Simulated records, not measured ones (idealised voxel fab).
You're looking at the process module voxel trench capacitor.
Cross-section cut spans 255 nm and uses square cells 5 nm in size.
Just so we're on the same page, the cross-sections are grids of square cells, and they're listed out in bands top to bottom, each band one or more rows deep. Top height, bottom height, nm. Materials left to right, width each, nm. Single material + "full width" = fills band edge to edge. "empty" = empty. Heads up on the height convention: 0 is the point under which the incoming wafer is all one material, and the lowest band has no bottom, it just keeps going down, like "0..down". Think of "30..40" as a width that walks from the first number to the second as you go down the band, top row to bottom row, taking equal-sized steps from row to row. Take "remained unchanged" at face value: in the step it is given for, the cross-section changed in none of its cells. In the "Enclosed void listing" entry, you get each enclosed empty space of 8 cells or more, one with no open way to the top, written width x height at distance, distance from the left edge, in nm. Heads up: the bit after the settings on a step's line is the simulator's remark on that step. overlay nm: how far to the right of its planned place the mask lay on this masked step (negative: to the left).
Intended process steps:
1: RECEIVE with material Si
2: CONFORMAL_DEP with material SiN, thk nm 5
3: PATTERN with tone open, mask id TRENCH, material resist, width nm 25, pitch nm 50, thk nm 20, overlay nm 0
4: DIRECTIONAL_ETCH with etch materials SiN, depth nm 5
5: DIRECTIONAL_ETCH with etch materials Si, depth nm 30
6: STRIP with etch materials resist
7: CONFORMAL_DEP with material HfO2, thk nm 5
8: CONFORMAL_DEP with material TiN, thk nm 5
9: FILL_DEP with material W, thk nm 10
10: CMP with height nm 5
Step 1 complete: cross-section of the wafer as received:
* 0..down  Si full width
* Enclosed void listing: none
Look at the cross-section after the module: the wafer started out the way shown above and the plan was the one shown above, yet one mistake was made along the way:
* 5..0  65 SiN  5 HfO2  5 SiN  5 W  5 SiN  5 HfO2  25 SiN  5 HfO2  5 SiN  5 W  5 SiN  5 HfO2  25 SiN  5 HfO2  5 SiN  5 W  5 SiN  5 HfO2  65 SiN
* 0..-20  65 Si  5 HfO2  5 SiN  5 W  5 SiN  5 HfO2  25 Si  5 HfO2  5 SiN  5 W  5 SiN  5 HfO2  25 Si  5 HfO2  5 SiN  5 W  5 SiN  5 HfO2  65 Si
* -20..-25  65 Si  5 HfO2  15 SiN  5 HfO2  25 Si  5 HfO2  15 SiN  5 HfO2  25 Si  5 HfO2  15 SiN  5 HfO2  65 Si
* -25..-30  65 Si  25 HfO2  25 Si  25 HfO2  25 Si  25 HfO2  65 Si
* -30..down  Si full width
* Enclosed void listing: none
Nonconformance to the process plan: planned and actual differ for step 8; actual: CONFORMAL_DEP with material SiN, thk nm 5
